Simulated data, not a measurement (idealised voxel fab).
Process module, titled voxel ribs on slabs
Cross-sectional view cut (width: 205 nm; square cell size: 5 nm).
Throughout this document, each cross-section is represented as a grid of square cells and is presented as a sequence of bands enumerated from the top downward, where a band comprises one or more rows of cells. First you get the band's top height and its bottom height, in nm, and then the materials it's made of, left to right, with each width in nm. If you see a single material with "edge to edge", that one covers the band edge to edge. "air" is empty space. Heights are measured from 0, the level below which the as-received wafer is all one material; the lowest band has no bottom and continues downward, written as in "top 0, no bottom". Per-row width for "30->40": begins at first number (top row of band), ends at second number (bottom row), increment between rows held constant. Given "remained the same" for a step, no cell of the cross-section differs between before and after that step. Basically, "Sealed cavities" tells you about the enclosed voids: empty spaces with no open way to the top, 8 cells or bigger, each written width x height at distance, where distance is from the left edge, all in nm. Text after the settings on a step's line: the simulator's own remark on that step. overlay nm: where the mask lay relative to plan, measured to the right, on steps with a mask; negatives go left.
These are the steps we planned for the process:
- 1: RECEIVE with material Si
- 2: DIRECTIONAL_DEP with material SiO2, thk nm 30
- 3: DIRECTIONAL_DEP with material polySi, thk nm 25
- 4: MASKED_ETCH with tone cover, mask id RIB, width nm 30, etch materials polySi, depth nm 5, overlay nm 0
- 5: DIRECTIONAL_DEP with material aC, thk nm 15
- 6: PATTERN with tone cover, mask id SLAB, material resist, width nm 70, thk nm 35, overlay nm 0
- 7: DIRECTIONAL_ETCH with etch materials aC, depth nm 15
- 8: STRIP with etch materials resist
- 9: DIRECTIONAL_ETCH with etch materials polySi, depth nm 20
- 10: STRIP with etch materials aC
- 11: FILL_DEP with material SiO2, thk nm 25
- 12: CMP with height nm 70
- 13: DIRECTIONAL_DEP with material W, thk nm 10
- 14: MASKED_ETCH with tone cover, mask id HEATER, width nm 40, etch materials W, depth nm 10, overlay nm 0
- 15: CONFORMAL_DEP with material SiN, thk nm 5
as received, after step 1:
top 0, no bottom  Si edge to edge
Sealed cavities: none
Figure: cross-sectional view of the wafer upon completion of the module, processed from the initial state and according to the plan depicted above, with one error introduced during execution:
top 80, bottom 70  air: 80 | W: 40 | air: 85
top 70, bottom 55  SiO2 edge to edge
top 55, bottom 50  SiO2: 85 | polySi: 30 | SiO2: 90
top 50, bottom 30  SiO2: 65 | polySi: 70 | SiO2: 70
top 30, bottom 0  SiO2 edge to edge
top 0, no bottom  Si edge to edge
Sealed cavities: none
Processing error: with respect to the plan, step 15 was omitted and not executed
